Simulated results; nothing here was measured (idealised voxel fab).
Herein follows the process module entitled voxel air gaps.
Xsec cut, 260 nm wide, square cell size 5 nm.
Throughout this document, each cross-section is represented as a grid of square cells and is presented as a sequence of bands enumerated from the top downward, where a band comprises one or more rows of cells.
Each band's line starts with the height of the band's top and of its bottom, in nm. Then come its materials from left to right, each with its width in nm. One material with "everywhere" fills the band from edge to edge. "blank" is empty space.
Where do heights start? At 0: under that level the wafer as delivered is made of one material only. And the lowest band has no floor; it just carries on downward, as in "from 0 down".
With a width like "30..40", each row of cells in the band differs from the next by the same amount, the top row carrying the first number and the bottom row the second.
Reading "left unchanged" for a step: not a cell of the cross-section changed in it.
Closed-off voids of 8+ cells (no open route to the top) go in "Closed internal cavities", written width x height at distance from the left edge, in nm.
It should be noted that, on the line of a given step, the content following the step's settings is a remark produced by the simulator itself with respect to that step.
You can add "overlay nm" to a step's line. For a step with a mask, it describes how far the mask lay to the right of its planned position, and a negative number describes a lay to the left.
**So here's the lineup of process steps we planned**
1,RECEIVE, material Si
2,CONFORMAL_DEP, material SiO2, thk nm 10
3,CONFORMAL_DEP, material SiCN, thk nm 5
4,DIRECTIONAL_DEP, material lowk, thk nm 35
5,DIRECTIONAL_DEP, material aC, thk nm 10
6,PATTERN, tone open, mask id LINES, material resist, width nm 25, pitch nm 55, thk nm 30, overlay nm 0
7,DIRECTIONAL_ETCH, etch materials aC, depth nm 10
8,STRIP, etch materials resist
9,DIRECTIONAL_ETCH, etch materials lowk, depth nm 35
10,STRIP, etch materials aC
11,CONFORMAL_DEP, material TiN, thk nm 5
12,FILL_DEP, material Ru, thk nm 10
13,CMP, height nm 50
14,EPI, material Ru, thk nm 10
15,SELECTIVE_ETCH, etch materials lowk, depth nm 45
16,CONFORMAL_DEP, material SiCN, thk nm 5
**Delivered wafer in cross-section: state after step 1**
- from 0 down  Si everywhere
- Closed internal cavities: none
**a wafer at the end: this start, this plan, one mistake**
- from 65 to 60  blank (25), then SiCN (45), then blank (10), then SiCN (45), then blank (10), then SiCN (45), then blank (10), then SiCN (45), then blank (25)
- from 60 to 50  blank (25), then SiCN (5), then Ru (35), then SiCN (5), then blank (10), then SiCN (5), then Ru (35), then SiCN (5), then blank (10), then SiCN (5), then Ru (35), then SiCN (5), then blank (10), then SiCN (5), then Ru (35), then SiCN (5), then blank (25)
- from 50 to 45  blank (25), then SiCN (10), then aC (5), then Ru (15), then aC (5), then SiCN (10), then blank (10), then SiCN (10), then aC (5), then Ru (15), then aC (5), then SiCN (10), then blank (10), then SiCN (10), then aC (5), then Ru (15), then aC (5), then SiCN (10), then blank (10), then SiCN (10), then aC (5), then Ru (15), then aC (5), then SiCN (10), then blank (25)
- from 45 to 20  blank (30), then SiCN (5), then aC (5), then Ru (15), then aC (5), then SiCN (5), then blank (20), then SiCN (5), then aC (5), then Ru (15), then aC (5), then SiCN (5), then blank (20), then SiCN (5), then aC (5), then Ru (15), then aC (5), then SiCN (5), then blank (20), then SiCN (5), then aC (5), then Ru (15), then aC (5), then SiCN (5), then blank (30)
- from 20 to 15  SiCN (35), then aC (25), then SiCN (30), then aC (25), then SiCN (30), then aC (25), then SiCN (30), then aC (25), then SiCN (35)
- from 15 to 10  SiCN everywhere
- from 10 to 0  SiO2 everywhere
- from 0 down  Si everywhere
- Closed internal cavities: none
Finding, execution versus plan: step 11 was not run as planned; what actually ran was CONFORMAL_DEP, material aC, thk nm 5
